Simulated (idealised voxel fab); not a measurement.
process module | voxel self aligned vias
cross-section cut | 250 nm wide | cells 5 nm
A cross-section is a grid of square cells, given in bands from the top down. A band is one or more rows of cells.
Each band's line starts with the height of the band's top and of its bottom, in nm. Then come its materials from left to right, each with its width in nm. One material with "throughout" fills the band from edge to edge. "air" is empty space.
Height 0 is the level under which the wafer as received is all one material. The lowest band goes on downwards, as in "0 down".
A width such as "30 to 40" changes by the same amount from each row of cells to the next, from the band's top row to its bottom row.
"no change" after a step means that no cell of the cross-section changed.
closed voids: empty space of 8 cells or more with no open way to the top, each as width x height at its distance from the left edge, in nm
after a step's settings: what the simulator itself notes on the step
overlay nm, on a step with a mask: how far to the right of its planned place the mask lay; to the left if negative
plan
1 op RECEIVE | material Si
2 op CONFORMAL_DEP | material SiO2 | thk nm 15
3 op CONFORMAL_DEP | material SiCN | thk nm 5
4 op DIRECTIONAL_DEP | material SiO2 | thk nm 30
5 op DIRECTIONAL_DEP | material aC | thk nm 15
6 op PATTERN | tone open | mask id LINES | material resist | width nm 30 | pitch nm 75 | thk nm 35 | overlay nm 0
7 op DIRECTIONAL_ETCH | etch materials aC | depth nm 15
8 op STRIP | etch materials resist
9 op DIRECTIONAL_ETCH | etch materials SiO2 | depth nm 30
10 op STRIP | etch materials aC
11 op CONFORMAL_DEP | material TiN | thk nm 5
12 op FILL_DEP | material W | thk nm 10
13 op CMP | height nm 50
14 op SELECTIVE_ETCH | etch materials W Ru TiN | depth nm 5
15 op FILL_DEP | material SiN | thk nm 5
16 op CMP | height nm 50
17 op DIRECTIONAL_DEP | material SiO2 | thk nm 20
18 op PATTERN | tone open | mask id VIAS | material resist | width nm 50 | pitch nm 150 | thk nm 15 | overlay nm 0
19 op DIRECTIONAL_ETCH | etch materials SiO2 | depth nm 20
20 op DIRECTIONAL_ETCH | etch materials SiN | depth nm 5
21 op STRIP | etch materials resist
22 op CONFORMAL_DEP | material TiN | thk nm 5
23 op FILL_DEP | material Cu | thk nm 10
24 op CMP | height nm 70
25 op CONFORMAL_DEP | material SiN | thk nm 5
as received, after step 1
  0 down: Si throughout
  closed voids: none
first wafer at the end, as planned
  75 to 70: SiN throughout
  70 to 55: SiO2 25 | TiN 5 | Cu 40 | TiN 5 | SiO2 100 | TiN 5 | Cu 40 | TiN 5 | SiO2 25
  55 to 50: SiO2 25 | TiN 15 | Cu 20 | TiN 15 | SiO2 100 | TiN 15 | Cu 20 | TiN 15 | SiO2 25
  50 to 45: SiO2 35 | TiN 30 | SiO2 45 | SiN 30 | SiO2 45 | TiN 30 | SiO2 35
  45 to 25: SiO2 35 | TiN 5 | W 20 | TiN 5 | SiO2 45 | TiN 5 | W 20 | TiN 5 | SiO2 45 | TiN 5 | W 20 | TiN 5 | SiO2 35
  25 to 20: SiO2 35 | TiN 30 | SiO2 45 | TiN 30 | SiO2 45 | TiN 30 | SiO2 35
  20 to 15: SiCN throughout
  15 to 0: SiO2 throughout
  0 down: Si throughout
  closed voids: none
second wafer at the end: like start, like plan, one mistake
  75 to 70: SiN throughout
  70 to 55: SiO2 25 | TiN 5 | Cu 40 | TiN 5 | SiO2 100 | TiN 5 | Cu 40 | TiN 5 | SiO2 25
  55 to 50: SiO2 25 | TiN 20 | Cu 10 | TiN 20 | SiO2 100 | TiN 20 | Cu 10 | TiN 20 | SiO2 25
  50 to 45: SiO2 35 | TiN 30 | SiO2 45 | TiN 5 | SiN 20 | TiN 5 | SiO2 45 | TiN 30 | SiO2 35
  45 to 25: SiO2 35 | TiN 5 | W 20 | TiN 5 | SiO2 45 | TiN 5 | W 20 | TiN 5 | SiO2 45 | TiN 5 | W 20 | TiN 5 | SiO2 35
  25 to 20: SiO2 35 | TiN 30 | SiO2 45 | TiN 30 | SiO2 45 | TiN 30 | SiO2 35
  20 to 15: SiCN throughout
  15 to 0: SiO2 throughout
  0 down: Si throughout
  closed voids: none
what went wrong: step 14 ran as: op SELECTIVE_ETCH | etch materials W | depth nm 5
at the end the second wafer has, in cells: 4 fewer of Cu | 2 fewer of SiN | 6 more of TiN
